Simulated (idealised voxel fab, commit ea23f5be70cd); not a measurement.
This is a process module. Its name is voxel released beams.
Square cell edge 5 nm, section width 215 nm, ID cut.
For the purposes of this document, a cross-section shall be understood as a grid of square cells, specified as bands listed in top-to-bottom order, each band consisting of one or more rows of cells. In this notation a band is specified by the heights of its top and bottom, in that order and in nm, after which its materials appear from left to right, each paired with its width in nm. The word "edge to edge" attached to a single material means that material fills the band from edge to edge; the word "empty" stands for empty space. The reference from which all heights are counted is 0, the level beneath which the as-received wafer is entirely one material; the lowest band, having no lower bound, proceeds downward and is written after the example "0 -> down". Width spec "30->40" -> top row of cells at first value, bottom row at second value, equal per-row change in between. Reading "all unchanged" for a step: not a cell of the cross-section changed in it. Voids not open to the top, 8 cells minimum: see "Tabulated closed voids". Written width x height at distance; distance is from the left edge; nm. after a step's settings: what the simulator itself notes on the step. Steps that use a mask can have "overlay nm" on their line. It says how far the mask sat to the right of where it was meant to be. Negative means to the left.
Steps in the process plan:
- 1: RECEIVE with material Si
- 2: CONFORMAL_DEP with material Al2O3, thk nm 5
- 3: DIRECTIONAL_DEP with material SiO2, thk nm 10
- 4: PATTERN with tone open, mask id ANCHOR, material resist, width nm 45, thk nm 15, overlay nm 0
- 5: DIRECTIONAL_ETCH with etch materials SiO2, depth nm 10
- 6: STRIP with etch materials resist
- 7: CONFORMAL_DEP with material polySi, thk nm 15
- 8: PATTERN with tone cover, mask id BEAM, material resist, width nm 125, thk nm 15, overlay nm 0
- 9: DIRECTIONAL_ETCH with etch materials polySi, depth nm 15
- 10: STRIP with etch materials resist
- 11: STRIP with etch materials SiO2
Incoming wafer in cross-section (state: after step 1):
    0 -> down  Si edge to edge
    Tabulated closed voids: none
End state of the module in cross-section, given the above starting point and plan and one mistake in execution:
    30 -> 25  empty (40)  polySi (20)  empty (15)  polySi (90)  empty (50)
    25 -> 20  polySi (60)  empty (15)  polySi (140)
    20 -> 15  polySi edge to edge
    15 -> 5  SiO2 (45)  polySi (45)  SiO2 (125)
    5 -> 0  Al2O3 edge to edge
    0 -> down  Si edge to edge
    Tabulated closed voids: none
Heads up, the wafer didn't run the way we planned it: not per plan at step 9, really ran DIRECTIONAL_ETCH with etch materials polySi, depth nm 5
